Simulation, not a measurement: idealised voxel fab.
process module | voxel self aligned vias
cross-section cut | 220 nm wide | cells 5 nm
A cross-section is a grid of square cells, given in bands from the top down. A band is one or more rows of cells.
Each band's line starts with the height of the band's top and of its bottom, in nm. Then come its materials from left to right, each with its width in nm. One material with "throughout" fills the band from edge to edge. "air" is empty space.
Height 0 is the level under which the wafer as received is all one material. The lowest band goes on downwards, as in "0 down".
A width such as "30 to 40" changes by the same amount from each row of cells to the next, from the band's top row to its bottom row.
"no change" after a step means that no cell of the cross-section changed.
closed voids: empty space of 8 cells or more with no open way to the top, each as width x height at its distance from the left edge, in nm
after a step's settings: what the simulator itself notes on the step
overlay nm, on a step with a mask: how far to the right of its planned place the mask lay; to the left if negative
plan
1 op RECEIVE | material Si
2 op CONFORMAL_DEP | material SiO2 | thk nm 10
3 op CONFORMAL_DEP | material SiCN | thk nm 5
4 op DIRECTIONAL_DEP | material SiO2 | thk nm 20
5 op MASKED_ETCH | tone open | mask id LINES | width nm 20 | pitch nm 65 | etch materials SiO2 | depth nm 20 | overlay nm 0
6 op CONFORMAL_DEP | material TiN | thk nm 5
7 op FILL_DEP | material Ru | thk nm 5
8 op CMP | height nm 35
9 op SELECTIVE_ETCH | etch materials W Ru TiN | depth nm 5
10 op FILL_DEP | material SiN | thk nm 5
11 op CMP | height nm 35
12 op DIRECTIONAL_DEP | material SiO2 | thk nm 20
13 op DIRECTIONAL_DEP | material aC | thk nm 15
14 op PATTERN | tone open | mask id VIAS | material resist | width nm 40 | pitch nm 130 | thk nm 35 | overlay nm 0
15 op DIRECTIONAL_ETCH | etch materials aC | depth nm 15
16 op STRIP | etch materials resist
17 op DIRECTIONAL_ETCH | etch materials SiO2 | depth nm 20
18 op DIRECTIONAL_ETCH | etch materials SiN | depth nm 5
19 op STRIP | etch materials aC
20 op CONFORMAL_DEP | material TiN | thk nm 5
21 op FILL_DEP | material Ru | thk nm 5
22 op CMP | height nm 55
23 op CONFORMAL_DEP | material SiN | thk nm 5
first wafer, as planned
as received, after step 1
  0 down: Si throughout
  closed voids: none
after step 2
  10 to 0: SiO2 throughout
  below 0: unchanged
after step 3
  15 to 10: SiCN throughout
  below 10: unchanged
after step 4
  35 to 15: SiO2 throughout
  below 15: unchanged
after step 5
  35 to 15: SiO2 35 | air 20 | SiO2 45 | air 20 | SiO2 45 | air 20 | SiO2 35
  below 15: unchanged
after step 6
  40 to 35: TiN 40 | air 10 | TiN 55 | air 10 | TiN 55 | air 10 | TiN 40
  35 to 20: SiO2 35 | TiN 5 | air 10 | TiN 5 | SiO2 45 | TiN 5 | air 10 | TiN 5 | SiO2 45 | TiN 5 | air 10 | TiN 5 | SiO2 35
  20 to 15: SiO2 35 | TiN 20 | SiO2 45 | TiN 20 | SiO2 45 | TiN 20 | SiO2 35
  below 15: unchanged
after step 7
  45 to 40: Ru throughout
  40 to 35: TiN 40 | Ru 10 | TiN 55 | Ru 10 | TiN 55 | Ru 10 | TiN 40
  35 to 20: SiO2 35 | TiN 5 | Ru 10 | TiN 5 | SiO2 45 | TiN 5 | Ru 10 | TiN 5 | SiO2 45 | TiN 5 | Ru 10 | TiN 5 | SiO2 35
  below 20: unchanged
after step 8
  35 to 20: SiO2 35 | TiN 5 | Ru 10 | TiN 5 | SiO2 45 | TiN 5 | Ru 10 | TiN 5 | SiO2 45 | TiN 5 | Ru 10 | TiN 5 | SiO2 35
  below 20: unchanged
after step 9
  35 to 30: SiO2 35 | air 20 | SiO2 45 | air 20 | SiO2 45 | air 20 | SiO2 35
  below 30: unchanged
after step 10
  40 to 35: SiN throughout
  35 to 30: SiO2 35 | SiN 20 | SiO2 45 | SiN 20 | SiO2 45 | SiN 20 | SiO2 35
  below 30: unchanged
after step 11
  35 to 30: SiO2 35 | SiN 20 | SiO2 45 | SiN 20 | SiO2 45 | SiN 20 | SiO2 35
  below 30: unchanged
after step 12
  55 to 35: SiO2 throughout
  below 35: unchanged
after step 13
  70 to 55: aC throughout
  below 55: unchanged
after step 14
  105 to 70: resist 25 | air 40 | resist 90 | air 40 | resist 25
  below 70: unchanged
after step 15
  90 to 70: resist 25 | air 40 | resist 90 | air 40 | resist 25
  70 to 55: aC 25 | air 40 | aC 90 | air 40 | aC 25
  below 55: unchanged
after step 16
  70 to 55: aC 25 | air 40 | aC 90 | air 40 | aC 25
  below 55: unchanged
after step 17
  70 to 55: aC 25 | air 40 | aC 90 | air 40 | aC 25
  55 to 35: SiO2 25 | air 40 | SiO2 90 | air 40 | SiO2 25
  below 35: unchanged
after step 18
  70 to 55: aC 25 | air 40 | aC 90 | air 40 | aC 25
  55 to 35: SiO2 25 | air 40 | SiO2 90 | air 40 | SiO2 25
  35 to 30: SiO2 35 | air 20 | SiO2 45 | SiN 20 | SiO2 45 | air 20 | SiO2 35
  below 30: unchanged
after step 19
  55 to 35: SiO2 25 | air 40 | SiO2 90 | air 40 | SiO2 25
  below 35: unchanged
after step 20
  60 to 55: TiN 30 | air 30 | TiN 100 | air 30 | TiN 30
  55 to 40: SiO2 25 | TiN 5 | air 30 | TiN 5 | SiO2 90 | TiN 5 | air 30 | TiN 5 | SiO2 25
  40 to 35: SiO2 25 | TiN 15 | air 10 | TiN 15 | SiO2 90 | TiN 15 | air 10 | TiN 15 | SiO2 25
  35 to 30: SiO2 35 | TiN 20 | SiO2 45 | SiN 20 | SiO2 45 | TiN 20 | SiO2 35
  below 30: unchanged
after step 21
  65 to 60: Ru throughout
  60 to 55: TiN 30 | Ru 30 | TiN 100 | Ru 30 | TiN 30
  55 to 40: SiO2 25 | TiN 5 | Ru 30 | TiN 5 | SiO2 90 | TiN 5 | Ru 30 | TiN 5 | SiO2 25
  40 to 35: SiO2 25 | TiN 15 | Ru 10 | TiN 15 | SiO2 90 | TiN 15 | Ru 10 | TiN 15 | SiO2 25
  below 35: unchanged
after step 22
  55 to 40: SiO2 25 | TiN 5 | Ru 30 | TiN 5 | SiO2 90 | TiN 5 | Ru 30 | TiN 5 | SiO2 25
  below 40: unchanged
after step 23
  60 to 55: SiN throughout
  below 55: unchanged
second wafer: like start, like plan, one mistake. Through step 13 it matches the first wafer
when step 14 should have ended
  105 to 70: air 25 | resist 40 | air 90 | resist 40 | air 25
  below 70: unchanged
when step 15 should have ended
  90 to 70: air 25 | resist 40 | air 90 | resist 40 | air 25
  70 to 55: air 25 | aC 40 | air 90 | aC 40 | air 25
  below 55: unchanged
when step 16 should have ended
  70 to 55: air 25 | aC 40 | air 90 | aC 40 | air 25
  below 55: unchanged
when step 17 should have ended
  70 to 55: air 25 | aC 40 | air 90 | aC 40 | air 25
  55 to 35: air 25 | SiO2 40 | air 90 | SiO2 40 | air 25
  below 35: unchanged
when step 18 should have ended
  70 to 55: air 25 | aC 40 | air 90 | aC 40 | air 25
  55 to 35: air 25 | SiO2 40 | air 90 | SiO2 40 | air 25
  35 to 30: SiO2 35 | SiN 20 | SiO2 45 | air 20 | SiO2 45 | SiN 20 | SiO2 35
  below 30: unchanged
when step 19 should have ended
  55 to 35: air 25 | SiO2 40 | air 90 | SiO2 40 | air 25
  below 35: unchanged
when step 20 should have ended
  60 to 55: air 20 | TiN 50 | air 80 | TiN 50 | air 20
  55 to 40: air 20 | TiN 5 | SiO2 40 | TiN 5 | air 80 | TiN 5 | SiO2 40 | TiN 5 | air 20
  40 to 35: TiN 25 | SiO2 40 | TiN 40 | air 10 | TiN 40 | SiO2 40 | TiN 25
  35 to 30: SiO2 35 | SiN 20 | SiO2 45 | TiN 20 | SiO2 45 | SiN 20 | SiO2 35
  below 30: unchanged
when step 21 should have ended
  65 to 60: Ru throughout
  60 to 55: Ru 20 | TiN 50 | Ru 80 | TiN 50 | Ru 20
  55 to 40: Ru 20 | TiN 5 | SiO2 40 | TiN 5 | Ru 80 | TiN 5 | SiO2 40 | TiN 5 | Ru 20
  40 to 35: TiN 25 | SiO2 40 | TiN 40 | Ru 10 | TiN 40 | SiO2 40 | TiN 25
  below 35: unchanged
when step 22 should have ended
  55 to 40: Ru 20 | TiN 5 | SiO2 40 | TiN 5 | Ru 80 | TiN 5 | SiO2 40 | TiN 5 | Ru 20
  below 40: unchanged
when step 23 should have ended
  60 to 55: SiN throughout
  below 55: unchanged
what went wrong: step 14 ran as: op PATTERN | tone cover | mask id VIAS | material resist | width nm 40 | pitch nm 130 | thk nm 35 | overlay nm 0
at the end the second wafer has, in cells: 34 more of Ru | 4 more of SiN | 48 fewer of SiO2 | 10 more of TiN
